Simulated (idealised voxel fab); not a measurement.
The name of this process module is voxel self aligned contacts.
Square cell edge 5 nm, section width 245 nm, ID cut.
Just so we're on the same page, the cross-sections are grids of square cells, and they're listed out in bands top to bottom, each band one or more rows deep. What a band's entry tells you: where the top is and where the bottom is, as heights in nm, and after that what lies inside, material by material from left to right, each with its width in nm. Empty space is written as the word "blank", and a single material marked with the word "edge to edge" occupies the band from edge to edge. Height datum 0, below which the as-received substrate wafer is one material. Lowest band open at the bottom, running downward: "0 down". With a width like "30->40", each row of cells in the band differs from the next by the same amount, the top row carrying the first number and the bottom row the second. Any step labelled "no change occurred" changed none of the cells in the cross-section. The entry "Sealed void list" lists the empty spaces that cover at least 8 cells and have no open path to the top. Each is written as width x height at distance, where the distance is measured from the left edge and all three values are in nm. On each step's line, the part that comes after the settings is the simulator's own comment on the step. Regarding "overlay nm": on a step with a mask, it is the distance the mask lay to the right of its planned place; a negative value places it to the left.
**Planned process steps**
1 RECEIVE | material Si
2 CONFORMAL_DEP | material SiO2 | thk nm 5
3 DIRECTIONAL_DEP | material polySi | thk nm 20
4 DIRECTIONAL_DEP | material SiN | thk nm 20
5 PATTERN | tone cover | mask id GATE | material resist | width nm 35 | pitch nm 70 | thk nm 20 | overlay nm 0
6 DIRECTIONAL_ETCH | etch materials SiN | depth nm 20
7 DIRECTIONAL_ETCH | etch materials polySi | depth nm 20
8 STRIP | etch materials resist
9 CONFORMAL_DEP | material SiN | thk nm 5
10 DIRECTIONAL_ETCH | etch materials SiN | depth nm 5
11 FILL_DEP | material SiO2 | thk nm 10
12 CMP | height nm 50
13 DIRECTIONAL_DEP | material aC | thk nm 15
14 PATTERN | tone open | mask id CONTACT | material resist | width nm 45 | pitch nm 70 | thk nm 35 | overlay nm 0
15 DIRECTIONAL_ETCH | etch materials aC | depth nm 15
16 STRIP | etch materials resist
17 DIRECTIONAL_ETCH | etch materials SiO2 | depth nm 50
18 STRIP | etch materials aC
19 CONFORMAL_DEP | material TiN | thk nm 5
20 FILL_DEP | material W | thk nm 5
21 CMP | height nm 50
22 CONFORMAL_DEP | material SiCN | thk nm 5
**As received (post step 1): cross-section**
  0 down: Si edge to edge
  Sealed void list: none
**The first of the two wafers as seen in cross-section once the module was finished; processing followed the plan**
  55 to 50: SiCN edge to edge
  50 to 45: SiO2 (65), TiN (15), W (15), TiN (15), SiO2 (25), TiN (15), W (15), TiN (15), SiO2 (65)
  45 to 25: SiO2 (30), SiN (45), TiN (5), W (15), TiN (5), SiN (45), TiN (5), W (15), TiN (5), SiN (45), SiO2 (30)
  25 to 5: SiO2 (30), SiN (5), polySi (35), SiN (5), TiN (5), W (15), TiN (5), SiN (5), polySi (35), SiN (5), TiN (5), W (15), TiN (5), SiN (5), polySi (35), SiN (5), SiO2 (30)
  5 to 0: SiO2 (75), TiN (25), SiO2 (45), TiN (25), SiO2 (75)
  0 down: Si edge to edge
  Sealed void list: none
**Cross-section at end of module for the second wafer of two, which matched the first in starting point and plan and differed by one mistake in its processing**
  55 to 50: SiCN edge to edge
  50 to 45: SiO2 (65), TiN (45), SiO2 (25), TiN (45), SiO2 (65)
  45 to 25: SiN (40), SiO2 (25), SiN (45), SiO2 (25), SiN (45), SiO2 (25), SiN (40)
  25 to 5: polySi (35), SiN (5), SiO2 (25), SiN (5), polySi (35), SiN (5), SiO2 (25), SiN (5), polySi (35), SiN (5), SiO2 (25), SiN (5), polySi (35)
  5 to 0: SiO2 edge to edge
  0 down: Si edge to edge
  Sealed void list: none
The mistake made against the process plan was this: step 5 off recipe, ran as PATTERN | tone open | mask id GATE | material resist | width nm 35 | pitch nm 70 | thk nm 20 | overlay nm 0
The second wafer ends with more or fewer cells of some materials than the first, per final count: SiN: 28 more | SiO2: 34 more | TiN: 36 fewer | W: 54 fewer | polySi: 28 more
